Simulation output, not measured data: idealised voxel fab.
Process module name: voxel local oxidation
The cross-section on display is named cut; it measures 175 nm wide, and its cells are 5 nm squares.
Throughout this document, each cross-section is represented as a grid of square cells and is presented as a sequence of bands enumerated from the top downward, where a band comprises one or more rows of cells. Within each band entry, the heights of the top and of the bottom of the band appear first, in that order and in nm; the materials of the band then follow from left to right, each with its corresponding width in nm. The designation "edge to edge" on a single material indicates that it fills the band from edge to edge; the designation "air" indicates empty space. Height is counted from the level 0, under which the received wafer is composed throughout of one material. The lowest of the bands is not closed at the bottom but continues downward, in the notation "0 down". Width "30->40": first value at the band's top row of cells, second value at its bottom row, equal change from row to row. "changes: none" for a step: no cell of the cross-section changed in that step. The entry titled "Enclosed empty spaces" provides the empty spaces that have no open way to the top, restricted to those of 8 cells or more. Each is presented as width x height at distance, the distance being measured from the left edge, with all three in nm. What comes after the settings on a step's line is commentary from the simulator itself on that step. The "overlay nm" setting may appear on a step's line; for a step that uses a mask, it gives how far to the right of its planned position the mask lay, and a negative value indicates the left.

### Set out below are the planned steps of the process
- 1: op RECEIVE | material Si
- 2: op OXIDIZE | depth nm 5
- 3: op CONFORMAL_DEP | material SiN | thk nm 10
- 4: op MASKED_ETCH | tone cover | mask id ACTIVE | width nm 115 | etch materials SiN | depth nm 10 | overlay nm 0
- 5: op SELECTIVE_ETCH | etch materials SiO2 | depth nm 5
- 6: op OXIDIZE | depth nm 15
- 7: op STRIP | etch materials SiN

### First wafer of two (run as planned)

### The cross-section here shows the wafer as received, i.e. in its state after step 1
	0 down  Si edge to edge
	Enclosed empty spaces: none

### Step 2 complete: cross-section through the wafer
	0 to -5  SiO2 edge to edge
	Below -5, no change.

### Step 3 complete: cross-section through the wafer
	10 to 0  SiN edge to edge
	Below 0, no change.

### Step 4 complete: cross-section through the wafer
	10 to 0  30 nm air  115 nm SiN  30 nm air
	Below 0, no change.

### Step 5 complete: cross-section through the wafer
	10 to 0  30 nm air  115 nm SiN  30 nm air
	0 to -5  35 nm air  105 nm SiO2  35 nm air
	Below -5, no change.

### Step 6 complete: cross-section through the wafer
	10 to 0  30 nm air  115 nm SiN  30 nm air
	0 to -5  35 nm air  105 nm SiO2  35 nm air
	-5 to -20  50 nm SiO2  75 nm Si  50 nm SiO2
	Below -20, no change.

### Step 7 complete: cross-section through the wafer
	0 to -5  35 nm air  105 nm SiO2  35 nm air
	Below -5, no change.

### Here the second wafer is described. Its start and its plan were those of the first wafer. Its run contained one mistake. Up to and including step 3, it did exactly what the first wafer did

### Planned end of step 4: second wafer, cross-section
	10 to 0  25 nm air  125 nm SiN  25 nm air
	Below 0, no change.

### Planned end of step 5: second wafer, cross-section
	10 to 0  25 nm air  125 nm SiN  25 nm air
	0 to -5  30 nm air  115 nm SiO2  30 nm air
	Below -5, no change.

### Planned end of step 6: second wafer, cross-section
	10 to 0  25 nm air  125 nm SiN  25 nm air
	0 to -5  30 nm air  115 nm SiO2  30 nm air
	-5 to -20  45 nm SiO2  85 nm Si  45 nm SiO2
	Below -20, no change.

### Planned end of step 7: second wafer, cross-section
	0 to -5  30 nm air  115 nm SiO2  30 nm air
	Below -5, no change.
Run error: so step 4 ended up running with a different setting than we planned, it ran as op MASKED_ETCH | tone cover | mask id ACTIVE | width nm 125 | etch materials SiN | depth nm 10 | overlay nm 0
Bottom line after processing is that, in cells, the second wafer is up or down on some materials versus the first: +6 Si, -4 SiO2
